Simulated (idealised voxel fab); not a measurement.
process module | voxel wiring stack
cross-section cut | 230 nm wide | cells 5 nm
A cross-section is a grid of square cells, given in bands from the top down. A band is one or more rows of cells.
Each band's line starts with the height of the band's top and of its bottom, in nm. Then come its materials from left to right, each with its width in nm. One material with "throughout" fills the band from edge to edge. "air" is empty space.
Height 0 is the level under which the wafer as received is all one material. The lowest band goes on downwards, as in "0 down".
A width such as "30 to 40" changes by the same amount from each row of cells to the next, from the band's top row to its bottom row.
"no change" after a step means that no cell of the cross-section changed.
closed voids: empty space of 8 cells or more with no open way to the top, each as width x height at its distance from the left edge, in nm
after a step's settings: what the simulator itself notes on the step
overlay nm, on a step with a mask: how far to the right of its planned place the mask lay; to the left if negative
plan
1 op RECEIVE | material Si
2 op CONFORMAL_DEP | material SiO2 | thk nm 10
3 op DIRECTIONAL_DEP | material TiN | thk nm 5
4 op DIRECTIONAL_DEP | material W | thk nm 20
5 op PATTERN | tone cover | mask id METAL_1 | material resist | width nm 25 | pitch nm 40 | thk nm 20 | overlay nm 0
6 op DIRECTIONAL_ETCH | etch materials W | depth nm 20
7 op DIRECTIONAL_ETCH | etch materials TiN | depth nm 5
8 op STRIP | etch materials resist
9 op CONFORMAL_DEP | material SiN | thk nm 5
10 op FILL_DEP | material SiO2 | thk nm 10
11 op CMP | height nm 35
12 op CONFORMAL_DEP | material SiCN | thk nm 5
13 op DIRECTIONAL_DEP | material lowk | thk nm 15
14 op MASKED_ETCH | tone open | mask id PLUG_1 | width nm 15 | pitch nm 80 | etch materials lowk | depth nm 15 | overlay nm 0
15 op MASKED_ETCH | tone open | mask id PLUG_1 | width nm 15 | pitch nm 80 | etch materials SiCN | depth nm 5 | overlay nm 0
16 op EPI | material Ru | thk nm 10
17 op EPI | material Ru | thk nm 10
18 op DIRECTIONAL_DEP | material TiN | thk nm 5
19 op DIRECTIONAL_DEP | material Ru | thk nm 15
20 op DIRECTIONAL_DEP | material aC | thk nm 10
21 op PATTERN | tone cover | mask id METAL_2 | material resist | width nm 25 | pitch nm 40 | thk nm 30 | overlay nm 0
22 op DIRECTIONAL_ETCH | etch materials aC | depth nm 10
23 op STRIP | etch materials resist
24 op DIRECTIONAL_ETCH | etch materials Ru | depth nm 15
25 op DIRECTIONAL_ETCH | etch materials TiN | depth nm 5
26 op STRIP | etch materials aC
27 op CONFORMAL_DEP | material SiCN | thk nm 5
28 op FILL_DEP | material lowk | thk nm 5
29 op CMP | height nm 75
30 op CONFORMAL_DEP | material SiCN | thk nm 5
31 op DIRECTIONAL_DEP | material SiO2 | thk nm 35
32 op MASKED_ETCH | tone open | mask id METAL_3_HOLES | width nm 15 | pitch nm 40 | etch materials SiO2 | depth nm 35 | overlay nm 0
33 op DIRECTIONAL_DEP | material aC | thk nm 15
34 op PATTERN | tone open | mask id METAL_3 | material resist | width nm 25 | pitch nm 40 | thk nm 30 | overlay nm 0
35 op DIRECTIONAL_ETCH | etch materials aC | depth nm 15
36 op STRIP | etch materials resist
37 op DIRECTIONAL_ETCH | etch materials SiO2 | depth nm 20
38 op DIRECTIONAL_ETCH | etch materials SiCN | depth nm 5
39 op STRIP | etch materials aC
40 op CONFORMAL_DEP | material TiN | thk nm 5
41 op FILL_DEP | material Cu | thk nm 10
42 op CMP | height nm 115
43 op CONFORMAL_DEP | material SiCN | thk nm 5
44 op DIRECTIONAL_DEP | material lowk | thk nm 25
45 op DIRECTIONAL_DEP | material aC | thk nm 15
46 op PATTERN | tone open | mask id METAL_4_HOLES | material resist | width nm 15 | pitch nm 40 | thk nm 35 | overlay nm 0
47 op DIRECTIONAL_ETCH | etch materials aC | depth nm 15
48 op STRIP | etch materials resist
49 op DIRECTIONAL_ETCH | etch materials lowk | depth nm 25
50 op STRIP | etch materials aC
51 op MASKED_ETCH | tone open | mask id METAL_4 | width nm 25 | pitch nm 40 | etch materials lowk | depth nm 15 | overlay nm 0
52 op MASKED_ETCH | tone open | mask id METAL_4 | width nm 25 | pitch nm 40 | etch materials SiCN | depth nm 5 | overlay nm 0
53 op CONFORMAL_DEP | material TiN | thk nm 5
54 op FILL_DEP | material Ru | thk nm 10
55 op CMP | height nm 145
56 op CONFORMAL_DEP | material SiCN | thk nm 5
as received, after step 1
  0 down: Si throughout
  closed voids: none
a wafer at the end: this start, this plan, one mistake
  150 to 145: SiCN throughout
  145 to 135: lowk 60 | TiN 5 | Ru 15 | TiN 5 | lowk 15 | TiN 5 | Ru 15 | TiN 5 | lowk 15 | TiN 5 | Ru 15 | TiN 5 | lowk 65
  135 to 130: lowk 60 | TiN 5 | Ru 5 | TiN 15 | lowk 15 | TiN 5 | Ru 5 | TiN 15 | lowk 15 | TiN 5 | Ru 5 | TiN 15 | lowk 65
  130 to 120: lowk 60 | TiN 5 | Ru 5 | TiN 5 | lowk 25 | TiN 5 | Ru 5 | TiN 5 | lowk 25 | TiN 5 | Ru 5 | TiN 5 | lowk 75
  120 to 115: SiCN 60 | TiN 15 | SiCN 25 | TiN 15 | SiCN 25 | TiN 15 | SiCN 75
  115 to 100: SiO2 60 | TiN 5 | Cu 15 | TiN 5 | SiO2 15 | TiN 5 | Cu 15 | TiN 5 | SiO2 15 | TiN 5 | Cu 15 | TiN 5 | SiO2 65
  100 to 95: SiO2 60 | TiN 5 | Cu 5 | TiN 15 | SiO2 15 | TiN 5 | Cu 5 | TiN 15 | SiO2 15 | TiN 5 | Cu 5 | TiN 15 | SiO2 65
  95 to 80: SiO2 60 | TiN 5 | Cu 5 | TiN 5 | SiO2 25 | TiN 5 | Cu 5 | TiN 5 | SiO2 25 | TiN 5 | Cu 5 | TiN 5 | SiO2 75
  80 to 75: SiCN 60 | TiN 15 | SiCN 25 | TiN 15 | SiCN 25 | TiN 15 | SiCN 75
  75 to 60: lowk 55 | SiCN 5 | Ru 25 | SiCN 5 | lowk 5 | SiCN 5 | Ru 25 | SiCN 5 | lowk 5 | SiCN 5 | Ru 25 | SiCN 5 | lowk 60
  60 to 55: SiCN 60 | TiN 25 | SiCN 15 | TiN 25 | SiCN 15 | TiN 25 | SiCN 65
  55 to 40: lowk 60 | Ru 15 | lowk 65 | Ru 15 | lowk 75
  40 to 35: SiCN 60 | Ru 15 | SiCN 65 | Ru 15 | SiCN 75
  35 to 20: SiO2 55 | SiN 5 | W 25 | SiN 5 | SiO2 5 | SiN 5 | W 25 | SiN 5 | SiO2 5 | SiN 5 | W 25 | SiN 5 | SiO2 60
  20 to 15: SiN 60 | W 25 | SiN 15 | W 25 | SiN 15 | W 25 | SiN 65
  15 to 5: SiO2 throughout
  5 to 0: TiN throughout
  0 down: Si throughout
  closed voids: none
what went wrong: steps 2 and 3 were swapped
